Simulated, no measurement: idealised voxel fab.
The following process module bears the name voxel self aligned vias.
It is cross-section cut that appears here, measuring 260 nm in width, its square cells being 5 nm in size.
When this document writes out a cross-section, it uses a grid of square cells and lists it as bands, beginning at the top and moving down, with a band standing for one or more rows of cells. Band: top and bottom heights (nm) first, top before bottom; then materials from left to right, widths in nm. "full width" marks a sole material filling the band edge to edge. "air" denotes empty space. For the purposes of this specification, 0 denotes the height below which the wafer in its as-received condition is composed wholly of one material, and the lowermost band, lacking a lower limit, extends downward without end, as expressed in "0 nm and below". The expression "30 to 40" gives the width at the extremes of the band, the first number at its top row of cells and the second at its bottom row, with the width changing by equal amounts from each row to the next in between. For the purposes of this document, the phrase "same as before" attached to a step denotes that no cell within the cross-section was modified by that step. So "Fully sealed cavities" is basically the list of trapped voids: any empty space of 8 cells or more that can't reach the top through an opening. They're written width x height at distance, the distance being from the left edge, and it's all nm. Anything after a step's settings on that line? It's the simulator's own note about the step. The optional step-line setting "overlay nm" applies to steps with a mask and quantifies how far to the right of its planned location the mask lay, a negative value indicating leftward placement.
The steps planned for the process are as follows:
1) RECEIVE (material Si)
2) CONFORMAL_DEP (material SiO2; thk nm 15)
3) CONFORMAL_DEP (material SiCN; thk nm 5)
4) DIRECTIONAL_DEP (material lowk; thk nm 20)
5) PATTERN (tone open; mask id LINES; material resist; width nm 20; pitch nm 60; thk nm 15; overlay nm 0)
6) DIRECTIONAL_ETCH (etch materials lowk; depth nm 20)
7) STRIP (etch materials resist)
8) CONFORMAL_DEP (material TiN; thk nm 5)
9) FILL_DEP (material Ru; thk nm 10)
10) CMP (height nm 40)
11) SELECTIVE_ETCH (etch materials W Ru TiN; depth nm 10)
12) FILL_DEP (material SiN; thk nm 5)
13) CMP (height nm 40)
14) DIRECTIONAL_DEP (material lowk; thk nm 20)
15) MASKED_ETCH (tone open; mask id VIAS; width nm 40; etch materials lowk; depth nm 20; overlay nm 0)
16) MASKED_ETCH (tone open; mask id VIAS; width nm 40; etch materials SiN; depth nm 10; overlay nm 0)
17) CONFORMAL_DEP (material TiN; thk nm 5)
18) FILL_DEP (material Cu; thk nm 10)
19) CMP (height nm 60)
20) CONFORMAL_DEP (material SiCN; thk nm 5)
Wafer at receipt (post step 1), cross-section:
0 nm and below  Si full width
Fully sealed cavities: none
Looking at the first of two wafers in cross-section at end of module - ran to plan:
65 nm to 60 nm  SiCN full width
60 nm to 45 nm  80 nm lowk; 5 nm TiN; 30 nm Cu; 5 nm TiN; 140 nm lowk
45 nm to 40 nm  80 nm lowk; 15 nm TiN; 10 nm Cu; 15 nm TiN; 140 nm lowk
40 nm to 35 nm  90 nm lowk; 5 nm TiN; 10 nm Cu; 5 nm TiN; 40 nm lowk; 20 nm SiN; 90 nm lowk
35 nm to 30 nm  90 nm lowk; 20 nm TiN; 40 nm lowk; 20 nm SiN; 90 nm lowk
30 nm to 25 nm  90 nm lowk; 5 nm TiN; 10 nm Ru; 5 nm TiN; 40 nm lowk; 5 nm TiN; 10 nm Ru; 5 nm TiN; 90 nm lowk
25 nm to 20 nm  90 nm lowk; 20 nm TiN; 40 nm lowk; 20 nm TiN; 90 nm lowk
20 nm to 15 nm  SiCN full width
15 nm to 0 nm  SiO2 full width
0 nm and below  Si full width
Fully sealed cavities: none
Presented here is a cross-section of the second of the two wafers as it stood at the end of the module. It was started in the same manner and assigned the same plan as the first wafer; however, one mistake was made in its execution:
80 nm to 75 nm  SiCN full width
75 nm to 65 nm  Cu full width
65 nm to 60 nm  85 nm TiN; 30 nm Cu; 145 nm TiN
60 nm to 45 nm  80 nm lowk; 5 nm TiN; 30 nm Cu; 5 nm TiN; 140 nm lowk
45 nm to 40 nm  80 nm lowk; 15 nm TiN; 10 nm Cu; 15 nm TiN; 140 nm lowk
40 nm to 35 nm  90 nm lowk; 5 nm TiN; 10 nm Cu; 5 nm TiN; 40 nm lowk; 20 nm SiN; 90 nm lowk
35 nm to 30 nm  90 nm lowk; 20 nm TiN; 40 nm lowk; 20 nm SiN; 90 nm lowk
30 nm to 25 nm  90 nm lowk; 5 nm TiN; 10 nm Ru; 5 nm TiN; 40 nm lowk; 5 nm TiN; 10 nm Ru; 5 nm TiN; 90 nm lowk
25 nm to 20 nm  90 nm lowk; 20 nm TiN; 40 nm lowk; 20 nm TiN; 90 nm lowk
20 nm to 15 nm  SiCN full width
15 nm to 0 nm  SiO2 full width
0 nm and below  Si full width
Fully sealed cavities: none
Against the plan, the run slipped here: the plan's step 19 went unexecuted, having been skipped
Upon completion, the second wafer contains, in terms of cells, a greater or smaller amount of certain materials than the first wafer: Cu: 110 more | TiN: 46 more
